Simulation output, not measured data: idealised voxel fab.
Documented hereafter: the process module known as voxel gate over fins.
The cross-section shown here is cut; it is 275 nm wide and divided into square cells measuring 5 nm on a side.
Format of a cross-section: grid, square cells. Given as bands. Order: top down. Band: one or more rows of cells.
Each band's line starts with the height of the band's top and of its bottom, in nm. Then come its materials from left to right, each with its width in nm. One material with "edge to edge" fills the band from edge to edge. "blank" is empty space.
The level at which height equals 0 is the one under which the wafer, as it arrives, is entirely one material. No lower edge exists for the bottom band, which continues downward and is notated as in "from 0 down".
Note: "30 to 40" means the width goes from the first number (top row of the band) to the second number (bottom row) in equal steps per row of cells.
Any step labelled "no alteration" changed none of the cells in the cross-section.
The entry titled "Catalogued sealed voids" provides the empty spaces that have no open way to the top, restricted to those of 8 cells or more. Each is presented as width x height at distance, the distance being measured from the left edge, with all three in nm.
That trailing text on a step's line, after the settings, is the simulator's own remark on the step.
The setting "overlay nm" may be written on the line of a step. When the step uses a mask, the value reports how far to the right of the planned place the mask lay, and a negative value reports that it lay to the left.

These are the steps we planned for the process:
1,RECEIVE, material Si
2,CONFORMAL_DEP, material SiN, thk nm 5
3,PATTERN, tone cover, mask id FINS, material resist, width nm 15, pitch nm 55, thk nm 15, overlay nm 0
4,DIRECTIONAL_ETCH, etch materials SiN, depth nm 5
5,DIRECTIONAL_ETCH, etch materials Si, depth nm 30
6,STRIP, etch materials resist
7,FILL_DEP, material SiO2, thk nm 10
8,CMP, height nm 5
9,MASKED_ETCH, tone open, mask id RAIL, width nm 15, etch materials SiO2, depth nm 30, overlay nm 0
10,CONFORMAL_DEP, material TiN, thk nm 5
11,FILL_DEP, material W, thk nm 5
12,CMP, height nm 5
13,SELECTIVE_ETCH, etch materials W Ru TiN, depth nm 20
14,FILL_DEP, material SiO2, thk nm 5
15,CMP, height nm 5
16,SELECTIVE_ETCH, etch materials SiO2, depth nm 15
17,STRIP, etch materials SiN
18,CONFORMAL_DEP, material HfO2, thk nm 5
19,CONFORMAL_DEP, material TiN, thk nm 5
20,CONFORMAL_DEP, material TiAl, thk nm 5
21,CONFORMAL_DEP, material TiN, thk nm 5
22,FILL_DEP, material W, thk nm 15
23,CMP, height nm 30
24,CONFORMAL_DEP, material SiN, thk nm 10

As-received state of the wafer in cross-section, equivalent to post-step 1:
  from 0 down | Si edge to edge
  Catalogued sealed voids: none

Final wafer profile in cross-section after the module, from the same start and plan as above, with one mistake made during processing:
  from 40 to 30 | SiN edge to edge
  from 30 to 25 | W edge to edge
  from 25 to 20 | W 110 nm  TiN 45 nm  W 120 nm
  from 20 to 15 | W 80 nm  TiN 35 nm  TiAl 35 nm  TiN 40 nm  W 85 nm
  from 15 to 10 | W 80 nm  TiN 5 nm  TiAl 35 nm  TiN 25 nm  TiAl 40 nm  TiN 5 nm  W 85 nm
  from 10 to 5 | TiN 85 nm  TiAl 5 nm  TiN 35 nm  HfO2 15 nm  TiN 40 nm  TiAl 5 nm  TiN 90 nm
  from 5 to 0 | TiAl 90 nm  TiN 5 nm  HfO2 25 nm  TiN 5 nm  HfO2 5 nm  W 5 nm  HfO2 5 nm  TiN 10 nm  HfO2 25 nm  TiN 5 nm  TiAl 95 nm
  from 0 to -5 | TiN 95 nm  HfO2 5 nm  Si 15 nm  HfO2 5 nm  TiN 5 nm  HfO2 5 nm  W 5 nm  HfO2 5 nm  TiN 10 nm  HfO2 5 nm  Si 15 nm  HfO2 5 nm  TiN 100 nm
  from -5 to -10 | HfO2 100 nm  Si 15 nm  HfO2 15 nm  W 5 nm  HfO2 20 nm  Si 15 nm  HfO2 105 nm
  from -10 to -15 | SiO2 100 nm  Si 15 nm  SiO2 15 nm  W 5 nm  SiO2 20 nm  Si 15 nm  SiO2 105 nm
  from -15 to -20 | SiO2 100 nm  Si 15 nm  SiO2 10 nm  TiN 5 nm  W 5 nm  TiN 5 nm  SiO2 15 nm  Si 15 nm  SiO2 105 nm
  from -20 to -25 | SiO2 100 nm  Si 15 nm  SiO2 10 nm  TiN 15 nm  SiO2 15 nm  Si 15 nm  SiO2 105 nm
  from -25 to -30 | SiO2 100 nm  Si 15 nm  SiO2 40 nm  Si 15 nm  SiO2 105 nm
  from -30 down | Si edge to edge
  Catalogued sealed voids: none
So what did we get wrong on this run? step 13 was processed under conditions differing from the plan, specifically as SELECTIVE_ETCH, etch materials TiN, depth nm 20
